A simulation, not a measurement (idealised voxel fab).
Process module in this document: voxel wiring stack
Each square cell in cross-section cut measures 5 nm, and the section as a whole is 275 nm wide.
We lay out every cross-section as a grid of square cells and spell it out in bands from the top down, where one band means one or more rows of cells. Heads up on the band format: heights come first, top then bottom, in nm. After that it's the materials left to right, each with its width in nm. A single material flagged "full width" fills the whole band edge to edge, and "air" means there's empty space there. It should be noted that heights are counted from 0, beneath which the wafer as supplied is of one material throughout, and that the lowest band possesses no lower boundary but continues downward, as written in "top 0, no bottom". When a width is written as two numbers, as in "30 to 40", the first number is the width in the top row of cells of the band and the second is the width in its bottom row, and the width changes by the same amount from each row to the next. What does "remains unaltered" mean for a step? It means no cell of the cross-section changed in that step. In the "Sealed internal voids" entry, you get each enclosed empty space of 8 cells or more, one with no open way to the top, written width x height at distance, distance from the left edge, in nm. Formally, on a step line, whatever follows the settings is a remark that the simulator itself makes on the step. A step line may carry the setting "overlay nm", which, for steps involving a mask, states the distance by which the mask lay to the right of its intended position; negative values denote displacement to the left.

[Planned process steps]
1) RECEIVE, material Si
2) CONFORMAL_DEP, material SiO2, thk nm 10
3) CONFORMAL_DEP, material SiN, thk nm 5
4) DIRECTIONAL_DEP, material lowk, thk nm 15
5) MASKED_ETCH, tone open, mask id METAL_1, width nm 30, pitch nm 60, etch materials lowk, depth nm 15, overlay nm 0
6) MASKED_ETCH, tone open, mask id METAL_1, width nm 30, pitch nm 60, etch materials SiN, depth nm 5, overlay nm 0
7) CONFORMAL_DEP, material TiN, thk nm 5
8) FILL_DEP, material W, thk nm 10
9) CMP, height nm 30
10) CONFORMAL_DEP, material SiCN, thk nm 5
11) DIRECTIONAL_DEP, material lowk, thk nm 10
12) DIRECTIONAL_DEP, material aC, thk nm 15
13) PATTERN, tone open, mask id PLUG_1, material resist, width nm 15, pitch nm 120, thk nm 35, overlay nm 0
14) DIRECTIONAL_ETCH, etch materials aC, depth nm 15
15) STRIP, etch materials resist
16) DIRECTIONAL_ETCH, etch materials lowk, depth nm 10
17) DIRECTIONAL_ETCH, etch materials SiCN, depth nm 5
18) STRIP, etch materials aC
19) CONFORMAL_DEP, material TiN, thk nm 5
20) FILL_DEP, material Ru, thk nm 5
21) CMP, height nm 45
22) DIRECTIONAL_DEP, material TiN, thk nm 5
23) DIRECTIONAL_DEP, material W, thk nm 15
24) MASKED_ETCH, tone cover, mask id METAL_2, width nm 30, pitch nm 60, etch materials W, depth nm 15, overlay nm 0
25) MASKED_ETCH, tone cover, mask id METAL_2, width nm 30, pitch nm 60, etch materials TiN, depth nm 5, overlay nm 0
26) CONFORMAL_DEP, material SiCN, thk nm 5
27) FILL_DEP, material SiO2, thk nm 5
28) CMP, height nm 65
29) CONFORMAL_DEP, material SiCN, thk nm 5
30) DIRECTIONAL_DEP, material SiO2, thk nm 25
31) DIRECTIONAL_DEP, material aC, thk nm 15
32) PATTERN, tone open, mask id METAL_3_HOLES, material resist, width nm 15, pitch nm 60, thk nm 35, overlay nm 0
33) DIRECTIONAL_ETCH, etch materials aC, depth nm 15
34) STRIP, etch materials resist
35) DIRECTIONAL_ETCH, etch materials SiO2, depth nm 25
36) STRIP, etch materials aC
37) DIRECTIONAL_DEP, material aC, thk nm 10
38) PATTERN, tone open, mask id METAL_3, material resist, width nm 30, pitch nm 60, thk nm 30, overlay nm 0
39) DIRECTIONAL_ETCH, etch materials aC, depth nm 10
40) STRIP, etch materials resist
41) DIRECTIONAL_ETCH, etch materials SiO2, depth nm 15
42) DIRECTIONAL_ETCH, etch materials SiCN, depth nm 5
43) STRIP, etch materials aC
44) CONFORMAL_DEP, material TiN, thk nm 5
45) FILL_DEP, material Cu, thk nm 5
46) CMP, height nm 95
47) CONFORMAL_DEP, material SiCN, thk nm 5

[Cross-section, incoming material, after step 1]
	top 0, no bottom: Si full width
	Sealed internal voids: none

[Cross-sectional image of the first of two wafers at the end of the module, the run having proceeded as planned]
	top 100, bottom 95: SiCN full width
	top 95, bottom 85: 30 SiO2, 5 TiN, 20 Cu, 5 TiN, 30 SiO2, 5 TiN, 20 Cu, 5 TiN, 30 SiO2, 5 TiN, 20 Cu, 5 TiN, 30 SiO2, 5 TiN, 20 Cu, 5 TiN, 35 SiO2
	top 85, bottom 80: 30 SiO2, 5 TiN, 5 Cu, 20 TiN, 30 SiO2, 5 TiN, 5 Cu, 20 TiN, 30 SiO2, 5 TiN, 5 Cu, 20 TiN, 30 SiO2, 5 TiN, 5 Cu, 20 TiN, 35 SiO2
	top 80, bottom 70: 30 SiO2, 5 TiN, 5 Cu, 5 TiN, 45 SiO2, 5 TiN, 5 Cu, 5 TiN, 45 SiO2, 5 TiN, 5 Cu, 5 TiN, 45 SiO2, 5 TiN, 5 Cu, 5 TiN, 50 SiO2
	top 70, bottom 65: 30 SiCN, 15 TiN, 45 SiCN, 15 TiN, 45 SiCN, 15 TiN, 45 SiCN, 15 TiN, 50 SiCN
	top 65, bottom 50: 25 SiO2, 5 SiCN, 30 W, 5 SiCN, 20 SiO2, 5 SiCN, 30 W, 5 SiCN, 20 SiO2, 5 SiCN, 30 W, 5 SiCN, 20 SiO2, 5 SiCN, 30 W, 5 SiCN, 30 SiO2
	top 50, bottom 45: 30 SiCN, 30 TiN, 30 SiCN, 30 TiN, 30 SiCN, 30 TiN, 30 SiCN, 30 TiN, 35 SiCN
	top 45, bottom 35: 30 lowk, 5 TiN, 5 Ru, 5 TiN, 105 lowk, 5 TiN, 5 Ru, 5 TiN, 110 lowk
	top 35, bottom 30: 30 SiCN, 15 TiN, 105 SiCN, 15 TiN, 110 SiCN
	top 30, bottom 15: 30 lowk, 5 TiN, 20 W, 5 TiN, 30 lowk, 5 TiN, 20 W, 5 TiN, 30 lowk, 5 TiN, 20 W, 5 TiN, 30 lowk, 5 TiN, 20 W, 5 TiN, 35 lowk
	top 15, bottom 10: 30 SiN, 30 TiN, 30 SiN, 30 TiN, 30 SiN, 30 TiN, 30 SiN, 30 TiN, 35 SiN
	top 10, bottom 0: SiO2 full width
	top 0, no bottom: Si full width
	Sealed internal voids: none

[second wafer at the end: like start, like plan, one mistake]
	top 100, bottom 95: SiCN full width
	top 95, bottom 85: 30 SiO2, 5 TiN, 5 Cu, 5 TiN, 45 SiO2, 5 TiN, 5 Cu, 5 TiN, 45 SiO2, 5 TiN, 5 Cu, 5 TiN, 45 SiO2, 5 TiN, 5 Cu, 5 TiN, 50 SiO2
	top 85, bottom 80: 30 SiO2, 15 TiN, 45 SiO2, 15 TiN, 45 SiO2, 15 TiN, 45 SiO2, 15 TiN, 50 SiO2
	top 80, bottom 70: SiO2 full width
	top 70, bottom 65: SiCN full width
	top 65, bottom 50: 25 SiO2, 5 SiCN, 30 W, 5 SiCN, 20 SiO2, 5 SiCN, 30 W, 5 SiCN, 20 SiO2, 5 SiCN, 30 W, 5 SiCN, 20 SiO2, 5 SiCN, 30 W, 5 SiCN, 30 SiO2
	top 50, bottom 45: 30 SiCN, 30 TiN, 30 SiCN, 30 TiN, 30 SiCN, 30 TiN, 30 SiCN, 30 TiN, 35 SiCN
	top 45, bottom 35: 30 lowk, 5 TiN, 5 Ru, 5 TiN, 105 lowk, 5 TiN, 5 Ru, 5 TiN, 110 lowk
	top 35, bottom 30: 30 SiCN, 15 TiN, 105 SiCN, 15 TiN, 110 SiCN
	top 30, bottom 15: 30 lowk, 5 TiN, 20 W, 5 TiN, 30 lowk, 5 TiN, 20 W, 5 TiN, 30 lowk, 5 TiN, 20 W, 5 TiN, 30 lowk, 5 TiN, 20 W, 5 TiN, 35 lowk
	top 15, bottom 10: 30 SiN, 30 TiN, 30 SiN, 30 TiN, 30 SiN, 30 TiN, 30 SiN, 30 TiN, 35 SiN
	top 10, bottom 0: SiO2 full width
	top 0, no bottom: Si full width
	Sealed internal voids: none
Where did the run depart from the plan? twice, step 30 of the plan was run
End check, counted in cells, second wafer has more or fewer of these materials than the first: Cu -36; SiCN +12; SiO2 +60; TiN -36
